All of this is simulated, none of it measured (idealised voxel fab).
Process module heading - voxel transistor to metal
In the cross-section labelled cut, the width is 195 nm and each square cell is 5 nm.
Cross-sections here: square-cell grids, written as top-down lists of bands, a band being one or more rows of cells.
Top, bottom (nm), then materials left to right with widths (nm); lone material tagged "all across" fills the whole band edge to edge; "blank" = empty space.
The reference from which all heights are counted is 0, the level beneath which the as-received wafer is entirely one material; the lowest band, having no lower bound, proceeds downward and is written after the example "0 -> down".
The two numbers in a width such as "30->40" mark its ends across the band: the first belongs to the top row of cells, the second to the bottom row, and from each row to the next the width moves by the same amount.
Where the words "stayed the same" appear for a step, the cross-section shows no cell changed by that step; every cell remained as before.
What "Sealed-off cavities" gives you is every empty space of 8 cells or more that is cut off from the top. Each appears as width x height at distance, with the distance taken from the left edge and width, height and distance all in nm.
Anything after a step's settings on that line? It's the simulator's own note about the step.
overlay nm: right-of-plan distance of the mask on a masked step; negative values mean left-of-plan.
The planned process steps are enumerated hereunder:
1 RECEIVE,material Si
2 OXIDIZE,depth nm 5
3 CONFORMAL_DEP,material SiN,thk nm 10
4 PATTERN,tone cover,mask id ACTIVE,material resist,width nm 115,thk nm 20,overlay nm 0
5 DIRECTIONAL_ETCH,etch materials SiN,depth nm 10
6 DIRECTIONAL_ETCH,etch materials SiO2,depth nm 5
7 DIRECTIONAL_ETCH,etch materials Si,depth nm 35
8 STRIP,etch materials resist
9 FILL_DEP,material SiO2,thk nm 5
10 CMP,height nm 10
11 SELECTIVE_ETCH,etch materials SiO2,depth nm 10
12 STRIP,etch materials SiN
13 SELECTIVE_ETCH,etch materials SiO2,depth nm 5
14 OXIDIZE,depth nm 5
15 DIRECTIONAL_DEP,material polySi,thk nm 20
16 DIRECTIONAL_DEP,material SiCN,thk nm 10
17 MASKED_ETCH,tone cover,mask id GATE,width nm 25,etch materials SiCN,depth nm 20,overlay nm 0
18 MASKED_ETCH,tone cover,mask id GATE,width nm 25,etch materials polySi,depth nm 30,overlay nm 0
19 CONFORMAL_DEP,material SiN,thk nm 10
20 DIRECTIONAL_ETCH,etch materials SiN,depth nm 10
21 DIRECTIONAL_ETCH,etch materials SiO2,depth nm 5
22 DIRECTIONAL_ETCH,etch materials Si,depth nm 10
23 EPI,material SiGe,thk nm 10
24 FILL_DEP,material SiO2,thk nm 5
25 CMP,height nm 15
26 STRIP,etch materials polySi
27 SELECTIVE_ETCH,etch materials SiO2,depth nm 5
28 CONFORMAL_DEP,material HfO2,thk nm 5
29 CONFORMAL_DEP,material TiN,thk nm 5
30 FILL_DEP,material W,thk nm 10
31 CMP,height nm 10
32 DIRECTIONAL_DEP,material SiO2,thk nm 15
33 MASKED_ETCH,tone open,mask id CONTACT,width nm 20,pitch nm 75,etch materials SiO2,depth nm 35,overlay nm 0
34 CONFORMAL_DEP,material TiN,thk nm 5
35 FILL_DEP,material W,thk nm 10
36 CMP,height nm 25
37 DIRECTIONAL_DEP,material TiN,thk nm 5
38 DIRECTIONAL_DEP,material W,thk nm 20
39 PATTERN,tone cover,mask id METAL_1,material resist,width nm 20,pitch nm 75,thk nm 15,overlay nm 0
40 DIRECTIONAL_ETCH,etch materials W,depth nm 20
41 DIRECTIONAL_ETCH,etch materials TiN,depth nm 5
42 STRIP,etch materials resist
43 CONFORMAL_DEP,material SiN,thk nm 5
44 FILL_DEP,material lowk,thk nm 5
45 CMP,height nm 50
46 CONFORMAL_DEP,material SiCN,thk nm 5
Delivered wafer in cross-section: state after step 1:
    0 -> down | Si all across
    Sealed-off cavities: none
Cross-section, first of two wafers, end of module, run as planned:
    55 -> 50 | SiCN all across
    50 -> 30 | lowk (45); SiN (5); W (20); SiN (5); lowk (45); SiN (5); W (20); SiN (5); lowk (45)
    30 -> 25 | SiN (50); TiN (20); SiN (55); TiN (20); SiN (50)
    25 -> 10 | SiO2 (50); TiN (5); W (10); TiN (5); SiO2 (55); TiN (5); W (10); TiN (5); SiO2 (50)
    10 -> 0 | SiO2 (50); TiN (5); W (10->5); TiN (5->10); SiO2 (5); SiN (10); HfO2 (5); TiN (5); W (5); TiN (5); HfO2 (5); SiN (10); SiO2 (5); TiN (5->10); W (10->5); TiN (5); SiO2 (50)
    0 -> -5 | SiO2 (50); TiN (5); W (5); TiN (5); SiGe (10); SiN (10); HfO2 (5); TiN (15); HfO2 (5); SiN (10); SiGe (10); TiN (5); W (5); TiN (5); SiO2 (50)
    -5 -> -10 | SiO2 (50); TiN (15); SiGe (10); SiO2 (5); HfO2 (35); SiO2 (5); SiGe (10); TiN (15); SiO2 (50)
    -10 -> -20 | SiO2 (40); SiGe (35); Si (45); SiGe (35); SiO2 (40)
    -20 -> -40 | SiO2 (40); Si (115); SiO2 (40)
    -40 -> down | Si all across
    Sealed-off cavities: none
This is the second of the two wafers, cross-sectioned at the end of the module; it started exactly like the first and was given the same plan, but it was run with one mistake:
    55 -> 50 | SiCN all across
    50 -> 45 | SiN (50); TiN (20); SiN (55); TiN (20); SiN (50)
    45 -> 25 | W all across
    25 -> 10 | SiO2 (50); TiN (5); W (10); TiN (5); SiO2 (55); TiN (5); W (10); TiN (5); SiO2 (50)
    10 -> 0 | SiO2 (50); TiN (5); W (10->5); TiN (5->10); SiO2 (5); SiN (10); HfO2 (5); TiN (5); W (5); TiN (5); HfO2 (5); SiN (10); SiO2 (5); TiN (5->10); W (10->5); TiN (5); SiO2 (50)
    0 -> -5 | SiO2 (50); TiN (5); W (5); TiN (5); SiGe (10); SiN (10); HfO2 (5); TiN (15); HfO2 (5); SiN (10); SiGe (10); TiN (5); W (5); TiN (5); SiO2 (50)
    -5 -> -10 | SiO2 (50); TiN (15); SiGe (10); SiO2 (5); HfO2 (35); SiO2 (5); SiGe (10); TiN (15); SiO2 (50)
    -10 -> -20 | SiO2 (40); SiGe (35); Si (45); SiGe (35); SiO2 (40)
    -20 -> -40 | SiO2 (40); Si (115); SiO2 (40)
    -40 -> down | Si all across
    Sealed-off cavities: none
Plan not followed: the intended sequence of steps 37 and 38 was reversed during processing, with each occupying the position of the other
Counted in cells at the end, the second wafer holds more or fewer of these materials than the first: -16 SiN; +124 W; -108 lowk
